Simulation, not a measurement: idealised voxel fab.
Process module under the name voxel quadruple lines
Cross-section cut: width 140 nm, square cells of 5 nm.
A cross-section is written here as square cells arranged in a grid, and it is given in bands from the top down, each band taking up one or more rows of cells. Band: top height; bottom height; in nm. Then, left to right: material with width in nm, for each material. "edge to edge": a single material spanning edge to edge. "air": empty space. Ref level 0: as-received wafer is one material below here. Bottom band extends down with no lower bound ("0..down"). The expression "30 to 40" gives the width at the extremes of the band, the first number at its top row of cells and the second at its bottom row, with the width changing by equal amounts from each row to the next in between. No cell of the cross-section changed in a step that is given as "same as before". In the "Closed-off voids" entry, you get each enclosed empty space of 8 cells or more, one with no open way to the top, written width x height at distance, distance from the left edge, in nm. On a step's line, text after the settings is the simulator commenting on that step. The line of a step may include "overlay nm". On a step with a mask, this value is how far to the right of its planned place the mask lay. A negative value means the mask lay to the left.

[Process steps foreseen in the plan]
1,RECEIVE: material Si
2,CONFORMAL_DEP: material Al2O3, thk nm 5
3,DIRECTIONAL_DEP: material Ru, thk nm 10
4,DIRECTIONAL_DEP: material polySi, thk nm 20
5,DIRECTIONAL_DEP: material aC, thk nm 25
6,PATTERN: tone cover, mask id MANDREL, material resist, width nm 30, thk nm 35, overlay nm 0
7,DIRECTIONAL_ETCH: etch materials aC, depth nm 25
8,STRIP: etch materials resist
9,CONFORMAL_DEP: material SiO2, thk nm 10
10,DIRECTIONAL_ETCH: etch materials SiO2, depth nm 10
11,STRIP: etch materials aC
12,DIRECTIONAL_ETCH: etch materials polySi, depth nm 20
13,STRIP: etch materials SiO2
14,CONFORMAL_DEP: material SiN, thk nm 10
15,DIRECTIONAL_ETCH: etch materials SiN, depth nm 10
16,STRIP: etch materials polySi
17,DIRECTIONAL_ETCH: etch materials Ru, depth nm 10
18,STRIP: etch materials SiN
19,FILL_DEP: material SiO2, thk nm 10
20,CMP: height nm 15

[First wafer of two (run as planned)]

[Cross-section of the incoming wafer, state after step 1]
- 0..down  Si edge to edge
- Closed-off voids: none

[Step 2 done - wafer cross-section]
- 5..0  Al2O3 edge to edge
- At heights below 0, the structure remains unaltered.

[Step 3 done - wafer cross-section]
- 15..5  Ru edge to edge
- At heights below 5, the structure remains unaltered.

[Step 4 done - wafer cross-section]
- 35..15  polySi edge to edge
- At heights below 15, the structure remains unaltered.

[Step 5 done - wafer cross-section]
- 60..35  aC edge to edge
- At heights below 35, the structure remains unaltered.

[Step 6 done - wafer cross-section]
- 95..60  air: 55  resist: 30  air: 55
- At heights below 60, the structure remains unaltered.

[Step 7 done - wafer cross-section]
- 70..60  air: 55  resist: 30  air: 55
- 60..35  air: 55  aC: 30  air: 55
- At heights below 35, the structure remains unaltered.

[Step 8 done - wafer cross-section]
- 60..35  air: 55  aC: 30  air: 55
- At heights below 35, the structure remains unaltered.

[Step 9 done - wafer cross-section]
- 70..60  air: 45  SiO2: 50  air: 45
- 60..45  air: 45  SiO2: 10  aC: 30  SiO2: 10  air: 45
- 45..35  SiO2: 55  aC: 30  SiO2: 55
- At heights below 35, the structure remains unaltered.

[Step 10 done - wafer cross-section]
- 60..35  air: 45  SiO2: 10  aC: 30  SiO2: 10  air: 45
- At heights below 35, the structure remains unaltered.

[Step 11 done - wafer cross-section]
- 60..35  air: 45  SiO2: 10  air: 30  SiO2: 10  air: 45
- At heights below 35, the structure remains unaltered.

[Step 12 done - wafer cross-section]
- 60..35  air: 45  SiO2: 10  air: 30  SiO2: 10  air: 45
- 35..15  air: 45  polySi: 10  air: 30  polySi: 10  air: 45
- At heights below 15, the structure remains unaltered.

[Step 13 done - wafer cross-section]
- 35..15  air: 45  polySi: 10  air: 30  polySi: 10  air: 45
- At heights below 15, the structure remains unaltered.

[Step 14 done - wafer cross-section]
- 45..35  air: 35  SiN: 30  air: 10  SiN: 30  air: 35
- 35..25  air: 35  SiN: 10  polySi: 10  SiN: 10  air: 10  SiN: 10  polySi: 10  SiN: 10  air: 35
- 25..15  SiN: 45  polySi: 10  SiN: 30  polySi: 10  SiN: 45
- At heights below 15, the structure remains unaltered.

[Step 15 done - wafer cross-section]
- 35..15  air: 35  SiN: 10  polySi: 10  SiN: 10  air: 10  SiN: 10  polySi: 10  SiN: 10  air: 35
- At heights below 15, the structure remains unaltered.

[Step 16 done - wafer cross-section]
- 35..15  air: 35  SiN: 10  air: 10  SiN: 10  air: 10  SiN: 10  air: 10  SiN: 10  air: 35
- At heights below 15, the structure remains unaltered.

[Step 17 done - wafer cross-section]
- 35..15  air: 35  SiN: 10  air: 10  SiN: 10  air: 10  SiN: 10  air: 10  SiN: 10  air: 35
- 15..5  air: 35  Ru: 10  air: 10  Ru: 10  air: 10  Ru: 10  air: 10  Ru: 10  air: 35
- At heights below 5, the structure remains unaltered.

[Step 18 done - wafer cross-section]
- 15..5  air: 35  Ru: 10  air: 10  Ru: 10  air: 10  Ru: 10  air: 10  Ru: 10  air: 35
- At heights below 5, the structure remains unaltered.

[Step 19 done - wafer cross-section]
- 25..15  SiO2 edge to edge
- 15..5  SiO2: 35  Ru: 10  SiO2: 10  Ru: 10  SiO2: 10  Ru: 10  SiO2: 10  Ru: 10  SiO2: 35
- At heights below 5, the structure remains unaltered.

[Step 20 done - wafer cross-section]
- 15..5  SiO2: 35  Ru: 10  SiO2: 10  Ru: 10  SiO2: 10  Ru: 10  SiO2: 10  Ru: 10  SiO2: 35
- At heights below 5, the structure remains unaltered.

[Wafer two of the pair: same origin, same plan, one error during the run; identical to wafer one up to and including step 5]

[At the planned end of step 6, the second wafer in cross-section]
- 95..60  air: 50  resist: 40  air: 50
- At heights below 60, the structure remains unaltered.

[At the planned end of step 7, the second wafer in cross-section]
- 70..60  air: 50  resist: 40  air: 50
- 60..35  air: 50  aC: 40  air: 50
- At heights below 35, the structure remains unaltered.

[At the planned end of step 8, the second wafer in cross-section]
- 60..35  air: 50  aC: 40  air: 50
- At heights below 35, the structure remains unaltered.

[At the planned end of step 9, the second wafer in cross-section]
- 70..60  air: 40  SiO2: 60  air: 40
- 60..45  air: 40  SiO2: 10  aC: 40  SiO2: 10  air: 40
- 45..35  SiO2: 50  aC: 40  SiO2: 50
- At heights below 35, the structure remains unaltered.

[At the planned end of step 10, the second wafer in cross-section]
- 60..35  air: 40  SiO2: 10  aC: 40  SiO2: 10  air: 40
- At heights below 35, the structure remains unaltered.

[At the planned end of step 11, the second wafer in cross-section]
- 60..35  air: 40  SiO2: 10  air: 40  SiO2: 10  air: 40
- At heights below 35, the structure remains unaltered.

[At the planned end of step 12, the second wafer in cross-section]
- 60..35  air: 40  SiO2: 10  air: 40  SiO2: 10  air: 40
- 35..15  air: 40  polySi: 10  air: 40  polySi: 10  air: 40
- At heights below 15, the structure remains unaltered.

[At the planned end of step 13, the second wafer in cross-section]
- 35..15  air: 40  polySi: 10  air: 40  polySi: 10  air: 40
- At heights below 15, the structure remains unaltered.

[At the planned end of step 14, the second wafer in cross-section]
- 45..35  air: 30  SiN: 30  air: 20  SiN: 30  air: 30
- 35..25  air: 30  SiN: 10  polySi: 10  SiN: 10  air: 20  SiN: 10  polySi: 10  SiN: 10  air: 30
- 25..15  SiN: 40  polySi: 10  SiN: 40  polySi: 10  SiN: 40
- At heights below 15, the structure remains unaltered.

[At the planned end of step 15, the second wafer in cross-section]
- 35..15  air: 30  SiN: 10  polySi: 10  SiN: 10  air: 20  SiN: 10  polySi: 10  SiN: 10  air: 30
- At heights below 15, the structure remains unaltered.

[At the planned end of step 16, the second wafer in cross-section]
- 35..15  air: 30  SiN: 10  air: 10  SiN: 10  air: 20  SiN: 10  air: 10  SiN: 10  air: 30
- At heights below 15, the structure remains unaltered.

[At the planned end of step 17, the second wafer in cross-section]
- 35..15  air: 30  SiN: 10  air: 10  SiN: 10  air: 20  SiN: 10  air: 10  SiN: 10  air: 30
- 15..5  air: 30  Ru: 10  air: 10  Ru: 10  air: 20  Ru: 10  air: 10  Ru: 10  air: 30
- At heights below 5, the structure remains unaltered.

[At the planned end of step 18, the second wafer in cross-section]
- 15..5  air: 30  Ru: 10  air: 10  Ru: 10  air: 20  Ru: 10  air: 10  Ru: 10  air: 30
- At heights below 5, the structure remains unaltered.

[At the planned end of step 19, the second wafer in cross-section]
- 25..15  SiO2 edge to edge
- 15..5  SiO2: 30  Ru: 10  SiO2: 10  Ru: 10  SiO2: 20  Ru: 10  SiO2: 10  Ru: 10  SiO2: 30
- At heights below 5, the structure remains unaltered.

[At the planned end of step 20, the second wafer in cross-section]
- 15..5  SiO2: 30  Ru: 10  SiO2: 10  Ru: 10  SiO2: 20  Ru: 10  SiO2: 10  Ru: 10  SiO2: 30
- At heights below 5, the structure remains unaltered.
Deviation from plan: step 6, actual vs plan mismatch, actual run PATTERN: tone cover, mask id MANDREL, material resist, width nm 40, thk nm 35, overlay nm 0
Matching per-material cell counts, mismatched positions: that is how the second wafer compares with the first at the end.
